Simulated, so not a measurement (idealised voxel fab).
This is a process module. Its name is voxel gate over fins.
The figure presents cross-section cut, which has a width of 185 nm and is divided into square cells with an edge length of 5 nm.
Square cells in a grid make up a cross-section in this document, and the grid is given as bands, listed from the top down, each one or more rows of cells.
For a band, the entry starts with two heights in nm, that of the top and then that of the bottom, and carries on with the band's materials in order from left to right, each alongside its width in nm; the word "everywhere" beside a single material means it fills the band edge to edge, and "air" means empty space.
Ref level 0: as-received wafer is one material below here. Bottom band extends down with no lower bound ("0..down").
Quick explanation for "30->40": the width changes in equal steps down the rows of cells, from the first number in the band's top row to the second number in its bottom row.
It should be understood that the words "same as before", when stated for a given step, signify that the cross-section underwent no change in any of its cells during that step.
"Enclosed cavity list" enumerates empty spaces isolated from the top, with no open way to it, that contain at least 8 cells, giving each as width x height at distance from the left edge, all three in nm.
Read whatever lies past the settings on a step's line as the simulator's own remark about the step.
overlay nm, on a step with a mask: how far to the right of its planned place the mask lay; to the left if negative
The following list gives the planned process steps:
1) RECEIVE, material Si
2) CONFORMAL_DEP, material SiN, thk nm 10
3) PATTERN, tone cover, mask id FINS, material resist, width nm 15, pitch nm 45, thk nm 15, overlay nm 0
4) DIRECTIONAL_ETCH, etch materials SiN, depth nm 10
5) DIRECTIONAL_ETCH, etch materials Si, depth nm 35
6) STRIP, etch materials resist
7) OXIDIZE, depth nm 5
8) FILL_DEP, material SiO2, thk nm 5
9) CMP, height nm 10
10) SELECTIVE_ETCH, etch materials SiO2, depth nm 25
11) STRIP, etch materials SiN
12) CONFORMAL_DEP, material HfO2, thk nm 5
13) CONFORMAL_DEP, material TiN, thk nm 5
14) FILL_DEP, material W, thk nm 10
15) CMP, height nm 15
16) CONFORMAL_DEP, material SiCN, thk nm 5
Incoming wafer, cross-sectional view, post step 1:
0..down = Si everywhere
Enclosed cavity list: none
End-of-module cross-section. Starting structure and process plan as above; one mistake made in running it:
20..15 = SiCN everywhere
15..10 = W everywhere
10..5 = W 55; TiN 25; W 20; TiN 25; W 60
5..0 = W 55; TiN 5; HfO2 15; TiN 5; W 20; TiN 5; HfO2 15; TiN 5; W 60
0..-5 = W 55; TiN 5; HfO2 5; Si 5; HfO2 5; TiN 5; W 20; TiN 5; HfO2 5; Si 5; HfO2 5; TiN 5; W 60
-5..-10 = TiN 60; HfO2 5; Si 5; HfO2 5; TiN 30; HfO2 5; Si 5; HfO2 5; TiN 65
-10..-15 = HfO2 65; Si 5; HfO2 40; Si 5; HfO2 70
-15..-75 = SiO2 65; Si 5; SiO2 40; Si 5; SiO2 70
-75..down = Si everywhere
Enclosed cavity list: none
The plan and the run diverged here: the plan's step 5 ran twice
